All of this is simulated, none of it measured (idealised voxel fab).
Module name: voxel self aligned contacts (process module)
Pictured: cross-section cut, 250 nm wide, on a grid of 5 nm square cells.
The cross-sections in this document take the form of a grid made of square cells. They are written out as bands, in order from top to bottom. Each band consists of one or more rows of cells.
The band entry comprises the height of the band's top followed by the height of its bottom, expressed in nm, and subsequently the band's materials from left to right, each stated together with its width in nm. Where a single material is marked with the word "everywhere", that material fills the band from edge to edge. The word "blank" represents empty space.
The reference from which all heights are counted is 0, the level beneath which the as-received wafer is entirely one material; the lowest band, having no lower bound, proceeds downward and is written after the example "0 nm and below".
Width: "30 to 40" (first number = top row, second number = bottom row, same change from row to row of cells).
Basically "nothing changed" means that step didn't change any cell in the cross-section.
"Sealed void inventory" contains a list of empty spaces, each no smaller than 8 cells and without an open way to the top, written in the form width x height at distance with the distance from the left edge and all three in nm.
The remark found on a step's line after its settings is issued by the simulator itself and pertains to that step.
A step line may carry the setting "overlay nm", which, for steps involving a mask, states the distance by which the mask lay to the right of its intended position; negative values denote displacement to the left.
Here's what the planned process steps look like:
1,RECEIVE,material Si
2,CONFORMAL_DEP,material SiO2,thk nm 5
3,DIRECTIONAL_DEP,material polySi,thk nm 25
4,DIRECTIONAL_DEP,material SiN,thk nm 20
5,DIRECTIONAL_DEP,material aC,thk nm 10
6,PATTERN,tone cover,mask id GATE,material resist,width nm 35,pitch nm 70,thk nm 30,overlay nm 0
7,DIRECTIONAL_ETCH,etch materials aC,depth nm 10
8,STRIP,etch materials resist
9,DIRECTIONAL_ETCH,etch materials SiN,depth nm 20
10,DIRECTIONAL_ETCH,etch materials polySi,depth nm 25
11,STRIP,etch materials aC
12,CONFORMAL_DEP,material SiN,thk nm 5
13,DIRECTIONAL_ETCH,etch materials SiN,depth nm 5
14,FILL_DEP,material SiO2,thk nm 15
15,CMP,height nm 60
16,DIRECTIONAL_DEP,material aC,thk nm 10
17,PATTERN,tone open,mask id CONTACT,material resist,width nm 55,pitch nm 70,thk nm 25,overlay nm 0
18,DIRECTIONAL_ETCH,etch materials aC,depth nm 10
19,STRIP,etch materials resist
20,DIRECTIONAL_ETCH,etch materials SiO2,depth nm 60
21,STRIP,etch materials aC
22,CONFORMAL_DEP,material TiN,thk nm 5
23,FILL_DEP,material Ru,thk nm 10
24,CMP,height nm 60
25,CONFORMAL_DEP,material SiN,thk nm 5
Account of the first of two wafers, which was processed as intended:
Cross-section, incoming material, after step 1:
0 nm and below: Si everywhere
Sealed void inventory: none
Presented here is a cross-section of the wafer after step 2 has been performed:
5 nm to 0 nm: SiO2 everywhere
Everything under 0 stays put, no change at all.
Presented here is a cross-section of the wafer after step 3 has been performed:
30 nm to 5 nm: polySi everywhere
Everything under 5 stays put, no change at all.
Presented here is a cross-section of the wafer after step 4 has been performed:
50 nm to 30 nm: SiN everywhere
Everything under 30 stays put, no change at all.
Presented here is a cross-section of the wafer after step 5 has been performed:
60 nm to 50 nm: aC everywhere
Everything under 50 stays put, no change at all.
Presented here is a cross-section of the wafer after step 6 has been performed:
90 nm to 60 nm: 35 of blank  35 of resist  35 of blank  35 of resist  35 of blank  35 of resist  40 of blank
Everything under 60 stays put, no change at all.
Presented here is a cross-section of the wafer after step 7 has been performed:
80 nm to 60 nm: 35 of blank  35 of resist  35 of blank  35 of resist  35 of blank  35 of resist  40 of blank
60 nm to 50 nm: 35 of blank  35 of aC  35 of blank  35 of aC  35 of blank  35 of aC  40 of blank
Everything under 50 stays put, no change at all.
Presented here is a cross-section of the wafer after step 8 has been performed:
60 nm to 50 nm: 35 of blank  35 of aC  35 of blank  35 of aC  35 of blank  35 of aC  40 of blank
Everything under 50 stays put, no change at all.
Presented here is a cross-section of the wafer after step 9 has been performed:
60 nm to 50 nm: 35 of blank  35 of aC  35 of blank  35 of aC  35 of blank  35 of aC  40 of blank
50 nm to 30 nm: 35 of blank  35 of SiN  35 of blank  35 of SiN  35 of blank  35 of SiN  40 of blank
Everything under 30 stays put, no change at all.
Presented here is a cross-section of the wafer after step 10 has been performed:
60 nm to 50 nm: 35 of blank  35 of aC  35 of blank  35 of aC  35 of blank  35 of aC  40 of blank
50 nm to 30 nm: 35 of blank  35 of SiN  35 of blank  35 of SiN  35 of blank  35 of SiN  40 of blank
30 nm to 5 nm: 35 of blank  35 of polySi  35 of blank  35 of polySi  35 of blank  35 of polySi  40 of blank
Everything under 5 stays put, no change at all.
Presented here is a cross-section of the wafer after step 11 has been performed:
50 nm to 30 nm: 35 of blank  35 of SiN  35 of blank  35 of SiN  35 of blank  35 of SiN  40 of blank
Everything under 30 stays put, no change at all.
Presented here is a cross-section of the wafer after step 12 has been performed:
55 nm to 30 nm: 30 of blank  45 of SiN  25 of blank  45 of SiN  25 of blank  45 of SiN  35 of blank
30 nm to 10 nm: 30 of blank  5 of SiN  35 of polySi  5 of SiN  25 of blank  5 of SiN  35 of polySi  5 of SiN  25 of blank  5 of SiN  35 of polySi  5 of SiN  35 of blank
10 nm to 5 nm: 35 of SiN  35 of polySi  35 of SiN  35 of polySi  35 of SiN  35 of polySi  40 of SiN
Everything under 5 stays put, no change at all.
Presented here is a cross-section of the wafer after step 13 has been performed:
50 nm to 30 nm: 30 of blank  45 of SiN  25 of blank  45 of SiN  25 of blank  45 of SiN  35 of blank
30 nm to 5 nm: 30 of blank  5 of SiN  35 of polySi  5 of SiN  25 of blank  5 of SiN  35 of polySi  5 of SiN  25 of blank  5 of SiN  35 of polySi  5 of SiN  35 of blank
Everything under 5 stays put, no change at all.
Presented here is a cross-section of the wafer after step 14 has been performed:
65 nm to 50 nm: SiO2 everywhere
50 nm to 30 nm: 30 of SiO2  45 of SiN  25 of SiO2  45 of SiN  25 of SiO2  45 of SiN  35 of SiO2
30 nm to 5 nm: 30 of SiO2  5 of SiN  35 of polySi  5 of SiN  25 of SiO2  5 of SiN  35 of polySi  5 of SiN  25 of SiO2  5 of SiN  35 of polySi  5 of SiN  35 of SiO2
Everything under 5 stays put, no change at all.
Presented here is a cross-section of the wafer after step 15 has been performed:
60 nm to 50 nm: SiO2 everywhere
Everything under 50 stays put, no change at all.
Presented here is a cross-section of the wafer after step 16 has been performed:
70 nm to 60 nm: aC everywhere
Everything under 60 stays put, no change at all.
Presented here is a cross-section of the wafer after step 17 has been performed:
95 nm to 70 nm: 60 of resist  55 of blank  15 of resist  55 of blank  65 of resist
Everything under 70 stays put, no change at all.
Presented here is a cross-section of the wafer after step 18 has been performed:
85 nm to 70 nm: 60 of resist  55 of blank  15 of resist  55 of blank  65 of resist
70 nm to 60 nm: 60 of aC  55 of blank  15 of aC  55 of blank  65 of aC
Everything under 60 stays put, no change at all.
Presented here is a cross-section of the wafer after step 19 has been performed:
70 nm to 60 nm: 60 of aC  55 of blank  15 of aC  55 of blank  65 of aC
Everything under 60 stays put, no change at all.
Presented here is a cross-section of the wafer after step 20 has been performed:
70 nm to 60 nm: 60 of aC  55 of blank  15 of aC  55 of blank  65 of aC
60 nm to 50 nm: 60 of SiO2  55 of blank  15 of SiO2  55 of blank  65 of SiO2
50 nm to 30 nm: 30 of SiO2  45 of SiN  25 of blank  45 of SiN  25 of blank  45 of SiN  35 of SiO2
30 nm to 5 nm: 30 of SiO2  5 of SiN  35 of polySi  5 of SiN  25 of blank  5 of SiN  35 of polySi  5 of SiN  25 of blank  5 of SiN  35 of polySi  5 of SiN  35 of SiO2
5 nm to 0 nm: 75 of SiO2  25 of blank  45 of SiO2  25 of blank  80 of SiO2
Everything under 0 stays put, no change at all.
Presented here is a cross-section of the wafer after step 21 has been performed:
60 nm to 50 nm: 60 of SiO2  55 of blank  15 of SiO2  55 of blank  65 of SiO2
Everything under 50 stays put, no change at all.
Presented here is a cross-section of the wafer after step 22 has been performed:
65 nm to 60 nm: 65 of TiN  45 of blank  25 of TiN  45 of blank  70 of TiN
60 nm to 50 nm: 60 of SiO2  5 to 20 of TiN  45 to 15 of blank  5 to 20 of TiN  15 of SiO2  5 to 20 of TiN  45 to 15 of blank  5 to 20 of TiN  65 of SiO2
50 nm to 30 nm: 30 of SiO2  45 of SiN  5 of TiN  15 of blank  5 of TiN  45 of SiN  5 of TiN  15 of blank  5 of TiN  45 of SiN  35 of SiO2
30 nm to 5 nm: 30 of SiO2  5 of SiN  35 of polySi  5 of SiN  5 of TiN  15 of blank  5 of TiN  5 of SiN  35 of polySi  5 of SiN  5 of TiN  15 of blank  5 of TiN  5 of SiN  35 of polySi  5 of SiN  35 of SiO2
5 nm to 0 nm: 75 of SiO2  25 of TiN  45 of SiO2  25 of TiN  80 of SiO2
Everything under 0 stays put, no change at all.
Presented here is a cross-section of the wafer after step 23 has been performed:
75 nm to 65 nm: Ru everywhere
65 nm to 60 nm: 65 of TiN  45 of Ru  25 of TiN  45 of Ru  70 of TiN
60 nm to 50 nm: 60 of SiO2  5 to 20 of TiN  45 to 15 of Ru  5 to 20 of TiN  15 of SiO2  5 to 20 of TiN  45 to 15 of Ru  5 to 20 of TiN  65 of SiO2
50 nm to 30 nm: 30 of SiO2  45 of SiN  5 of TiN  15 of Ru  5 of TiN  45 of SiN  5 of TiN  15 of Ru  5 of TiN  45 of SiN  35 of SiO2
30 nm to 5 nm: 30 of SiO2  5 of SiN  35 of polySi  5 of SiN  5 of TiN  15 of Ru  5 of TiN  5 of SiN  35 of polySi  5 of SiN  5 of TiN  15 of Ru  5 of TiN  5 of SiN  35 of polySi  5 of SiN  35 of SiO2
Everything under 5 stays put, no change at all.
Presented here is a cross-section of the wafer after step 24 has been performed:
60 nm to 50 nm: 60 of SiO2  5 to 20 of TiN  45 to 15 of Ru  5 to 20 of TiN  15 of SiO2  5 to 20 of TiN  45 to 15 of Ru  5 to 20 of TiN  65 of SiO2
Everything under 50 stays put, no change at all.
Presented here is a cross-section of the wafer after step 25 has been performed:
65 nm to 60 nm: SiN everywhere
Everything under 60 stays put, no change at all.
Companion wafer, the second of two: same beginning, same intended sequence, one mistake in carrying it out; through step 13 inclusive it tracks the first exactly:
Second wafer at the planned finish of step 14, seen in cross-section:
65 nm to 50 nm: aC everywhere
50 nm to 30 nm: 30 of aC  45 of SiN  25 of aC  45 of SiN  25 of aC  45 of SiN  35 of aC
30 nm to 5 nm: 30 of aC  5 of SiN  35 of polySi  5 of SiN  25 of aC  5 of SiN  35 of polySi  5 of SiN  25 of aC  5 of SiN  35 of polySi  5 of SiN  35 of aC
Everything under 5 stays put, no change at all.
Second wafer at the planned finish of step 15, seen in cross-section:
60 nm to 50 nm: aC everywhere
Everything under 50 stays put, no change at all.
Second wafer at the planned finish of step 16, seen in cross-section:
70 nm to 50 nm: aC everywhere
Everything under 50 stays put, no change at all.
Second wafer at the planned finish of step 17, seen in cross-section:
95 nm to 70 nm: 60 of resist  55 of blank  15 of resist  55 of blank  65 of resist
Everything under 70 stays put, no change at all.
Second wafer at the planned finish of step 18, seen in cross-section:
85 nm to 70 nm: 60 of resist  55 of blank  15 of resist  55 of blank  65 of resist
70 nm to 60 nm: 60 of aC  55 of blank  15 of aC  55 of blank  65 of aC
Everything under 60 stays put, no change at all.
Second wafer at the planned finish of step 19, seen in cross-section:
70 nm to 60 nm: 60 of aC  55 of blank  15 of aC  55 of blank  65 of aC
Everything under 60 stays put, no change at all.
Second wafer at the planned finish of step 20, seen in cross-section: nothing changed
Second wafer at the planned finish of step 21, seen in cross-section:
50 nm to 30 nm: 30 of blank  45 of SiN  25 of blank  45 of SiN  25 of blank  45 of SiN  35 of blank
30 nm to 5 nm: 30 of blank  5 of SiN  35 of polySi  5 of SiN  25 of blank  5 of SiN  35 of polySi  5 of SiN  25 of blank  5 of SiN  35 of polySi  5 of SiN  35 of blank
Everything under 5 stays put, no change at all.
Second wafer at the planned finish of step 22, seen in cross-section:
55 nm to 50 nm: 25 of blank  55 of TiN  15 of blank  55 of TiN  15 of blank  55 of TiN  30 of blank
50 nm to 30 nm: 25 of blank  5 of TiN  45 of SiN  5 of TiN  15 of blank  5 of TiN  45 of SiN  5 of TiN  15 of blank  5 of TiN  45 of SiN  5 of TiN  30 of blank
30 nm to 10 nm: 25 of blank  5 of TiN  5 of SiN  35 of polySi  5 of SiN  5 of TiN  15 of blank  5 of TiN  5 of SiN  35 of polySi  5 of SiN  5 of TiN  15 of blank  5 of TiN  5 of SiN  35 of polySi  5 of SiN  5 of TiN  30 of blank
10 nm to 5 nm: 30 of TiN  5 of SiN  35 of polySi  5 of SiN  25 of TiN  5 of SiN  35 of polySi  5 of SiN  25 of TiN  5 of SiN  35 of polySi  5 of SiN  35 of TiN
Everything under 5 stays put, no change at all.
Second wafer at the planned finish of step 23, seen in cross-section:
65 nm to 55 nm: Ru everywhere
55 nm to 50 nm: 25 of Ru  55 of TiN  15 of Ru  55 of TiN  15 of Ru  55 of TiN  30 of Ru
50 nm to 30 nm: 25 of Ru  5 of TiN  45 of SiN  5 of TiN  15 of Ru  5 of TiN  45 of SiN  5 of TiN  15 of Ru  5 of TiN  45 of SiN  5 of TiN  30 of Ru
30 nm to 10 nm: 25 of Ru  5 of TiN  5 of SiN  35 of polySi  5 of SiN  5 of TiN  15 of Ru  5 of TiN  5 of SiN  35 of polySi  5 of SiN  5 of TiN  15 of Ru  5 of TiN  5 of SiN  35 of polySi  5 of SiN  5 of TiN  30 of Ru
Everything under 10 stays put, no change at all.
Second wafer at the planned finish of step 24, seen in cross-section:
60 nm to 55 nm: Ru everywhere
Everything under 55 stays put, no change at all.
Second wafer at the planned finish of step 25, seen in cross-section:
65 nm to 60 nm: SiN everywhere
Everything under 60 stays put, no change at all.
Finding, execution versus plan: step 14 went in with a setting other than planned; the actual run was FILL_DEP,material aC,thk nm 15
End check, counted in cells, second wafer has more or fewer of these materials than the first: Ru +125, SiO2 -163, TiN +38
